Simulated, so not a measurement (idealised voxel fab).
Title: Process Module voxel ribs on slabs
cross-section cut | 150 nm wide | cells 5 nm
In what follows, cross-sections appear as grids of square cells, described through bands that run from the top down, where every band is one or more rows of cells.
Each band's line starts with the height of the band's top and of its bottom, in nm. Then come its materials from left to right, each with its width in nm. One material with "throughout" fills the band from edge to edge. "empty" is empty space.
Ref level 0: as-received wafer is one material below here. Bottom band extends down with no lower bound ("z 0 and below").
Width "30->40": first value at the band's top row of cells, second value at its bottom row, equal change from row to row.
Reading "no change occurred" for a step: not a cell of the cross-section changed in it.
What "Sealed internal voids" gives you is every empty space of 8 cells or more that is cut off from the top. Each appears as width x height at distance, with the distance taken from the left edge and width, height and distance all in nm.
It should be noted that, on the line of a given step, the content following the step's settings is a remark produced by the simulator itself with respect to that step.
You can add "overlay nm" to a step's line. For a step with a mask, it describes how far the mask lay to the right of its planned position, and a negative number describes a lay to the left.

The process steps that were planned are listed below:
1 RECEIVE [material Si]
2 DIRECTIONAL_DEP [material SiO2] [thk nm 25]
3 DIRECTIONAL_DEP [material polySi] [thk nm 15]
4 DIRECTIONAL_DEP [material aC] [thk nm 15]
5 PATTERN [tone cover] [mask id RIB] [material resist] [width nm 20] [thk nm 30] [overlay nm 0]
6 DIRECTIONAL_ETCH [etch materials aC] [depth nm 15]
7 STRIP [etch materials resist]
8 DIRECTIONAL_ETCH [etch materials polySi] [depth nm 5]
9 STRIP [etch materials aC]
10 MASKED_ETCH [tone cover] [mask id SLAB] [width nm 70] [etch materials polySi] [depth nm 10] [overlay nm 0]
11 FILL_DEP [material SiO2] [thk nm 30]
12 CMP [height nm 60]
13 DIRECTIONAL_DEP [material TiN] [thk nm 10]
14 PATTERN [tone cover] [mask id HEATER] [material resist] [width nm 30] [thk nm 15] [overlay nm 0]
15 DIRECTIONAL_ETCH [etch materials TiN] [depth nm 10]
16 STRIP [etch materials resist]
17 CONFORMAL_DEP [material SiO2] [thk nm 10]

Wafer as received: cross-section following step 1:
z 0 and below  Si throughout
Sealed internal voids: none

The first of two wafers, cross-sectioned at the end of the module, with the run proceeding as planned:
z 80 to 70  50 nm empty  50 nm SiO2  50 nm empty
z 70 to 60  60 nm SiO2  30 nm TiN  60 nm SiO2
z 60 to 40  SiO2 throughout
z 40 to 35  65 nm SiO2  20 nm polySi  65 nm SiO2
z 35 to 25  40 nm SiO2  70 nm polySi  40 nm SiO2
z 25 to 0  SiO2 throughout
z 0 and below  Si throughout
Sealed internal voids: none

End-of-module cross-section of the second wafer: identical starting point and process plan to the first, with one processing mistake:
z 80 to 70  50 nm empty  50 nm SiO2  50 nm empty
z 70 to 60  60 nm SiO2  30 nm TiN  60 nm SiO2
z 60 to 40  SiO2 throughout
z 40 to 35  65 nm SiO2  20 nm polySi  65 nm SiO2
z 35 to 25  45 nm SiO2  65 nm polySi  40 nm SiO2
z 25 to 0  SiO2 throughout
z 0 and below  Si throughout
Sealed internal voids: none
Which mistake was made when the wafer was run? step 10 was processed under conditions differing from the plan, specifically as MASKED_ETCH [tone cover] [mask id SLAB] [width nm 65] [etch materials polySi] [depth nm 10] [overlay nm 0]
Looking at both finished wafers in cells, the second ends up ahead of or behind the first on some materials: 2 more of SiO2; 2 fewer of polySi
